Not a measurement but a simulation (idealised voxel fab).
The following is a process module called voxel capacitor over wiring.
Cross-section cut: width 285 nm, square cells of 5 nm.
Just so we're on the same page, the cross-sections are grids of square cells, and they're listed out in bands top to bottom, each band one or more rows deep.
A band entry consists of two parts. The first gives the height of the band's top and the height of its bottom, in nm. The rest lists the band's materials from left to right, each with its width in nm. A single material labelled with the word "full width" fills the band from edge to edge, and the word "empty" marks empty space.
It should be noted that heights are counted from 0, beneath which the wafer as supplied is of one material throughout, and that the lowest band possesses no lower boundary but continues downward, as written in "from 0 down".
Top row gets the first number, bottom row gets the second, and each row in between changes by the same step: that is how a band width like "30 to 40" works.
"changes: none" for a step: no cell of the cross-section changed in that step.
"Trapped cavities" - sealed voids, min. 8 cells, no opening to top; format: width x height at distance (distance from left edge; nm throughout).
after a step's settings: what the simulator itself notes on the step
"overlay nm" on a masked step: distance the mask lay right of its planned place, negative for left.

# So here's the lineup of process steps we planned
| 1 | RECEIVE [material Si] |
| 2 | CONFORMAL_DEP [material SiO2] [thk nm 15] |
| 3 | CONFORMAL_DEP [material SiCN] [thk nm 5] |
| 4 | DIRECTIONAL_DEP [material SiO2] [thk nm 20] |
| 5 | DIRECTIONAL_DEP [material aC] [thk nm 10] |
| 6 | PATTERN [tone open] [mask id METAL_1] [material resist] [width nm 20] [pitch nm 75] [thk nm 30] [overlay nm 0] |
| 7 | DIRECTIONAL_ETCH [etch materials aC] [depth nm 10] |
| 8 | STRIP [etch materials resist] |
| 9 | DIRECTIONAL_ETCH [etch materials SiO2] [depth nm 20] |
| 10 | DIRECTIONAL_ETCH [etch materials SiCN] [depth nm 5] |
| 11 | STRIP [etch materials aC] |
| 12 | CONFORMAL_DEP [material TiN] [thk nm 5] |
| 13 | FILL_DEP [material Cu] [thk nm 10] |
| 14 | CMP [height nm 40] |
| 15 | EPI [material Ru] [thk nm 5] |
| 16 | FILL_DEP [material SiCN] [thk nm 5] |
| 17 | DIRECTIONAL_DEP [material lowk] [thk nm 10] |
| 18 | PATTERN [tone open] [mask id PLUG_1] [material resist] [width nm 15] [thk nm 15] [overlay nm 0] |
| 19 | DIRECTIONAL_ETCH [etch materials lowk] [depth nm 10] |
| 20 | DIRECTIONAL_ETCH [etch materials SiCN] [depth nm 5] |
| 21 | STRIP [etch materials resist] |
| 22 | CONFORMAL_DEP [material TiN] [thk nm 5] |
| 23 | FILL_DEP [material W] [thk nm 5] |
| 24 | CMP [height nm 60] |
| 25 | DIRECTIONAL_DEP [material TiN] [thk nm 5] |
| 26 | DIRECTIONAL_DEP [material HfO2] [thk nm 5] |
| 27 | DIRECTIONAL_DEP [material TiN] [thk nm 5] |
| 28 | PATTERN [tone cover] [mask id UPPER_PLATE] [material resist] [width nm 60] [thk nm 15] [overlay nm 0] |
| 29 | DIRECTIONAL_ETCH [etch materials TiN] [depth nm 5] |
| 30 | DIRECTIONAL_ETCH [etch materials HfO2] [depth nm 5] |
| 31 | STRIP [etch materials resist] |
| 32 | MASKED_ETCH [tone cover] [mask id LOWER_PLATE] [width nm 70] [etch materials TiN] [depth nm 5] [overlay nm 0] |
| 33 | FILL_DEP [material SiO2] [thk nm 20] |
| 34 | CMP [height nm 90] |
| 35 | DIRECTIONAL_DEP [material aC] [thk nm 10] |
| 36 | PATTERN [tone open] [mask id PLUG_2] [material resist] [width nm 15] [thk nm 30] [overlay nm 0] |
| 37 | DIRECTIONAL_ETCH [etch materials aC] [depth nm 10] |
| 38 | STRIP [etch materials resist] |
| 39 | DIRECTIONAL_ETCH [etch materials SiO2] [depth nm 15] |
| 40 | STRIP [etch materials aC] |
| 41 | CONFORMAL_DEP [material TiN] [thk nm 5] |
| 42 | FILL_DEP [material W] [thk nm 5] |
| 43 | CMP [height nm 90] |
| 44 | CONFORMAL_DEP [material SiN] [thk nm 5] |

# First of two wafers - as planned

# Incoming wafer, cross-sectional view, post step 1
	from 0 down = Si full width
	Trapped cavities: none

# Cross-sectional representation of the wafer at the conclusion of step 2
	from 15 to 0 = SiO2 full width
	Under the height 0 nothing was changed.

# Cross-sectional representation of the wafer at the conclusion of step 3
	from 20 to 15 = SiCN full width
	Under the height 15 nothing was changed.

# Cross-sectional representation of the wafer at the conclusion of step 4
	from 40 to 20 = SiO2 full width
	Under the height 20 nothing was changed.

# Cross-sectional representation of the wafer at the conclusion of step 5
	from 50 to 40 = aC full width
	Under the height 40 nothing was changed.

# Cross-sectional representation of the wafer at the conclusion of step 6
	from 80 to 50 = 95 resist; 20 empty; 55 resist; 20 empty; 95 resist
	Under the height 50 nothing was changed.

# Cross-sectional representation of the wafer at the conclusion of step 7
	from 70 to 50 = 95 resist; 20 empty; 55 resist; 20 empty; 95 resist
	from 50 to 40 = 95 aC; 20 empty; 55 aC; 20 empty; 95 aC
	Under the height 40 nothing was changed.

# Cross-sectional representation of the wafer at the conclusion of step 8
	from 50 to 40 = 95 aC; 20 empty; 55 aC; 20 empty; 95 aC
	Under the height 40 nothing was changed.

# Cross-sectional representation of the wafer at the conclusion of step 9
	from 50 to 40 = 95 aC; 20 empty; 55 aC; 20 empty; 95 aC
	from 40 to 20 = 95 SiO2; 20 empty; 55 SiO2; 20 empty; 95 SiO2
	Under the height 20 nothing was changed.

# Cross-sectional representation of the wafer at the conclusion of step 10
	from 50 to 40 = 95 aC; 20 empty; 55 aC; 20 empty; 95 aC
	from 40 to 20 = 95 SiO2; 20 empty; 55 SiO2; 20 empty; 95 SiO2
	from 20 to 15 = 95 SiCN; 20 empty; 55 SiCN; 20 empty; 95 SiCN
	Under the height 15 nothing was changed.

# Cross-sectional representation of the wafer at the conclusion of step 11
	from 40 to 20 = 95 SiO2; 20 empty; 55 SiO2; 20 empty; 95 SiO2
	Under the height 20 nothing was changed.

# Cross-sectional representation of the wafer at the conclusion of step 12
	from 45 to 40 = 100 TiN; 10 empty; 65 TiN; 10 empty; 100 TiN
	from 40 to 20 = 95 SiO2; 5 TiN; 10 empty; 5 TiN; 55 SiO2; 5 TiN; 10 empty; 5 TiN; 95 SiO2
	from 20 to 15 = 95 SiCN; 20 TiN; 55 SiCN; 20 TiN; 95 SiCN
	Under the height 15 nothing was changed.

# Cross-sectional representation of the wafer at the conclusion of step 13
	from 55 to 45 = Cu full width
	from 45 to 40 = 100 TiN; 10 Cu; 65 TiN; 10 Cu; 100 TiN
	from 40 to 20 = 95 SiO2; 5 TiN; 10 Cu; 5 TiN; 55 SiO2; 5 TiN; 10 Cu; 5 TiN; 95 SiO2
	Under the height 20 nothing was changed.

# Cross-sectional representation of the wafer at the conclusion of step 14
	from 40 to 20 = 95 SiO2; 5 TiN; 10 Cu; 5 TiN; 55 SiO2; 5 TiN; 10 Cu; 5 TiN; 95 SiO2
	Under the height 20 nothing was changed.

# Cross-sectional representation of the wafer at the conclusion of step 15
	from 45 to 40 = 90 empty; 30 Ru; 45 empty; 30 Ru; 90 empty
	Under the height 40 nothing was changed.

# Cross-sectional representation of the wafer at the conclusion of step 16
	from 50 to 45 = SiCN full width
	from 45 to 40 = 90 SiCN; 30 Ru; 45 SiCN; 30 Ru; 90 SiCN
	Under the height 40 nothing was changed.

# Cross-sectional representation of the wafer at the conclusion of step 17
	from 60 to 50 = lowk full width
	Under the height 50 nothing was changed.

# Cross-sectional representation of the wafer at the conclusion of step 18
	from 75 to 60 = 100 resist; 15 empty; 170 resist
	Under the height 60 nothing was changed.

# Cross-sectional representation of the wafer at the conclusion of step 19
	from 75 to 60 = 100 resist; 15 empty; 170 resist
	from 60 to 50 = 100 lowk; 15 empty; 170 lowk
	Under the height 50 nothing was changed.

# Cross-sectional representation of the wafer at the conclusion of step 20
	from 75 to 60 = 100 resist; 15 empty; 170 resist
	from 60 to 50 = 100 lowk; 15 empty; 170 lowk
	from 50 to 45 = 100 SiCN; 15 empty; 170 SiCN
	Under the height 45 nothing was changed.

# Cross-sectional representation of the wafer at the conclusion of step 21
	from 60 to 50 = 100 lowk; 15 empty; 170 lowk
	Under the height 50 nothing was changed.

# Cross-sectional representation of the wafer at the conclusion of step 22
	from 65 to 60 = 105 TiN; 5 empty; 175 TiN
	from 60 to 50 = 100 lowk; 5 TiN; 5 empty; 5 TiN; 170 lowk
	from 50 to 45 = 100 SiCN; 15 TiN; 170 SiCN
	Under the height 45 nothing was changed.

# Cross-sectional representation of the wafer at the conclusion of step 23
	from 70 to 65 = W full width
	from 65 to 60 = 105 TiN; 5 W; 175 TiN
	from 60 to 50 = 100 lowk; 5 TiN; 5 W; 5 TiN; 170 lowk
	Under the height 50 nothing was changed.

# Cross-sectional representation of the wafer at the conclusion of step 24
	from 60 to 50 = 100 lowk; 5 TiN; 5 W; 5 TiN; 170 lowk
	Under the height 50 nothing was changed.

# Cross-sectional representation of the wafer at the conclusion of step 25
	from 65 to 60 = TiN full width
	Under the height 60 nothing was changed.

# Cross-sectional representation of the wafer at the conclusion of step 26
	from 70 to 65 = HfO2 full width
	Under the height 65 nothing was changed.

# Cross-sectional representation of the wafer at the conclusion of step 27
	from 75 to 70 = TiN full width
	Under the height 70 nothing was changed.

# Cross-sectional representation of the wafer at the conclusion of step 28
	from 90 to 75 = 100 empty; 60 resist; 125 empty
	Under the height 75 nothing was changed.

# Cross-sectional representation of the wafer at the conclusion of step 29
	from 90 to 75 = 100 empty; 60 resist; 125 empty
	from 75 to 70 = 100 empty; 60 TiN; 125 empty
	Under the height 70 nothing was changed.

# Cross-sectional representation of the wafer at the conclusion of step 30
	from 90 to 75 = 100 empty; 60 resist; 125 empty
	from 75 to 70 = 100 empty; 60 TiN; 125 empty
	from 70 to 65 = 100 empty; 60 HfO2; 125 empty
	Under the height 65 nothing was changed.

# Cross-sectional representation of the wafer at the conclusion of step 31
	from 75 to 70 = 100 empty; 60 TiN; 125 empty
	Under the height 70 nothing was changed.

# Cross-sectional representation of the wafer at the conclusion of step 32
	from 75 to 70 = 100 empty; 60 TiN; 125 empty
	from 70 to 65 = 100 empty; 60 HfO2; 125 empty
	from 65 to 60 = 95 empty; 70 TiN; 120 empty
	Under the height 60 nothing was changed.

# Cross-sectional representation of the wafer at the conclusion of step 33
	from 95 to 75 = SiO2 full width
	from 75 to 70 = 100 SiO2; 60 TiN; 125 SiO2
	from 70 to 65 = 100 SiO2; 60 HfO2; 125 SiO2
	from 65 to 60 = 95 SiO2; 70 TiN; 120 SiO2
	Under the height 60 nothing was changed.

# Cross-sectional representation of the wafer at the conclusion of step 34
	from 90 to 75 = SiO2 full width
	Under the height 75 nothing was changed.

# Cross-sectional representation of the wafer at the conclusion of step 35
	from 100 to 90 = aC full width
	Under the height 90 nothing was changed.

# Cross-sectional representation of the wafer at the conclusion of step 36
	from 130 to 100 = 110 resist; 15 empty; 160 resist
	Under the height 100 nothing was changed.

# Cross-sectional representation of the wafer at the conclusion of step 37
	from 120 to 100 = 110 resist; 15 empty; 160 resist
	from 100 to 90 = 110 aC; 15 empty; 160 aC
	Under the height 90 nothing was changed.

# Cross-sectional representation of the wafer at the conclusion of step 38
	from 100 to 90 = 110 aC; 15 empty; 160 aC
	Under the height 90 nothing was changed.

# Cross-sectional representation of the wafer at the conclusion of step 39
	from 100 to 90 = 110 aC; 15 empty; 160 aC
	from 90 to 75 = 110 SiO2; 15 empty; 160 SiO2
	Under the height 75 nothing was changed.

# Cross-sectional representation of the wafer at the conclusion of step 40
	from 90 to 75 = 110 SiO2; 15 empty; 160 SiO2
	Under the height 75 nothing was changed.

# Cross-sectional representation of the wafer at the conclusion of step 41
	from 95 to 90 = 115 TiN; 5 empty; 165 TiN
	from 90 to 80 = 110 SiO2; 5 TiN; 5 empty; 5 TiN; 160 SiO2
	from 80 to 70 = 110 to 100 SiO2; 15 to 60 TiN; 160 to 125 SiO2
	Under the height 70 nothing was changed.

# Cross-sectional representation of the wafer at the conclusion of step 42
	from 100 to 95 = W full width
	from 95 to 90 = 115 TiN; 5 W; 165 TiN
	from 90 to 80 = 110 SiO2; 5 TiN; 5 W; 5 TiN; 160 SiO2
	Under the height 80 nothing was changed.

# Cross-sectional representation of the wafer at the conclusion of step 43
	from 90 to 80 = 110 SiO2; 5 TiN; 5 W; 5 TiN; 160 SiO2
	Under the height 80 nothing was changed.

# Cross-sectional representation of the wafer at the conclusion of step 44
	from 95 to 90 = SiN full width
	Under the height 90 nothing was changed.

# Okay, second wafer. Nothing different at the start, nothing different in the plan, just one mistake somewhere in the running. As far as step 27, counting that step, it's the first wafer all over again

# Second wafer shown in cross-section at the time step 28 was slated to end
	from 90 to 75 = 100 resist; 60 empty; 125 resist
	Under the height 75 nothing was changed.

# Second wafer shown in cross-section at the time step 29 was slated to end
	from 90 to 75 = 100 resist; 60 empty; 125 resist
	from 75 to 70 = 100 TiN; 60 empty; 125 TiN
	Under the height 70 nothing was changed.

# Second wafer shown in cross-section at the time step 30 was slated to end
	from 90 to 75 = 100 resist; 60 empty; 125 resist
	from 75 to 70 = 100 TiN; 60 empty; 125 TiN
	from 70 to 65 = 100 HfO2; 60 empty; 125 HfO2
	Under the height 65 nothing was changed.

# Second wafer shown in cross-section at the time step 31 was slated to end
	from 75 to 70 = 100 TiN; 60 empty; 125 TiN
	Under the height 70 nothing was changed.

# Second wafer shown in cross-section at the time step 32 was slated to end
	from 75 to 70 = 95 empty; 5 TiN; 60 empty; 5 TiN; 120 empty
	Under the height 70 nothing was changed.

# Second wafer shown in cross-section at the time step 33 was slated to end
	from 95 to 75 = SiO2 full width
	from 75 to 70 = 95 SiO2; 5 TiN; 60 SiO2; 5 TiN; 120 SiO2
	from 70 to 65 = 100 HfO2; 60 SiO2; 125 HfO2
	Under the height 65 nothing was changed.

# Second wafer shown in cross-section at the time step 34 was slated to end
	from 90 to 75 = SiO2 full width
	Under the height 75 nothing was changed.

# Second wafer shown in cross-section at the time step 35 was slated to end
	from 100 to 90 = aC full width
	Under the height 90 nothing was changed.

# Second wafer shown in cross-section at the time step 36 was slated to end
	from 130 to 100 = 110 resist; 15 empty; 160 resist
	Under the height 100 nothing was changed.

# Second wafer shown in cross-section at the time step 37 was slated to end
	from 120 to 100 = 110 resist; 15 empty; 160 resist
	from 100 to 90 = 110 aC; 15 empty; 160 aC
	Under the height 90 nothing was changed.

# Second wafer shown in cross-section at the time step 38 was slated to end
	from 100 to 90 = 110 aC; 15 empty; 160 aC
	Under the height 90 nothing was changed.

# Second wafer shown in cross-section at the time step 39 was slated to end
	from 100 to 90 = 110 aC; 15 empty; 160 aC
	from 90 to 75 = 110 SiO2; 15 empty; 160 SiO2
	Under the height 75 nothing was changed.

# Second wafer shown in cross-section at the time step 40 was slated to end
	from 90 to 75 = 110 SiO2; 15 empty; 160 SiO2
	Under the height 75 nothing was changed.

# Second wafer shown in cross-section at the time step 41 was slated to end
	from 95 to 90 = 115 TiN; 5 empty; 165 TiN
	from 90 to 80 = 110 SiO2; 5 TiN; 5 empty; 5 TiN; 160 SiO2
	from 80 to 75 = 110 SiO2; 15 TiN; 160 SiO2
	Under the height 75 nothing was changed.

# Second wafer shown in cross-section at the time step 42 was slated to end
	from 100 to 95 = W full width
	from 95 to 90 = 115 TiN; 5 W; 165 TiN
	from 90 to 80 = 110 SiO2; 5 TiN; 5 W; 5 TiN; 160 SiO2
	Under the height 80 nothing was changed.

# Second wafer shown in cross-section at the time step 43 was slated to end
	from 90 to 80 = 110 SiO2; 5 TiN; 5 W; 5 TiN; 160 SiO2
	Under the height 80 nothing was changed.

# Second wafer shown in cross-section at the time step 44 was slated to end
	from 95 to 90 = SiN full width
	Under the height 90 nothing was changed.
Where did the run depart from the plan? planned and actual differ for step 28; actual: PATTERN [tone open] [mask id UPPER_PLATE] [material resist] [width nm 60] [thk nm 15] [overlay nm 0]
Heads up, by the end the second wafer has more or fewer cells of some materials compared to the first: HfO2 +33, SiO2 -66, TiN +33
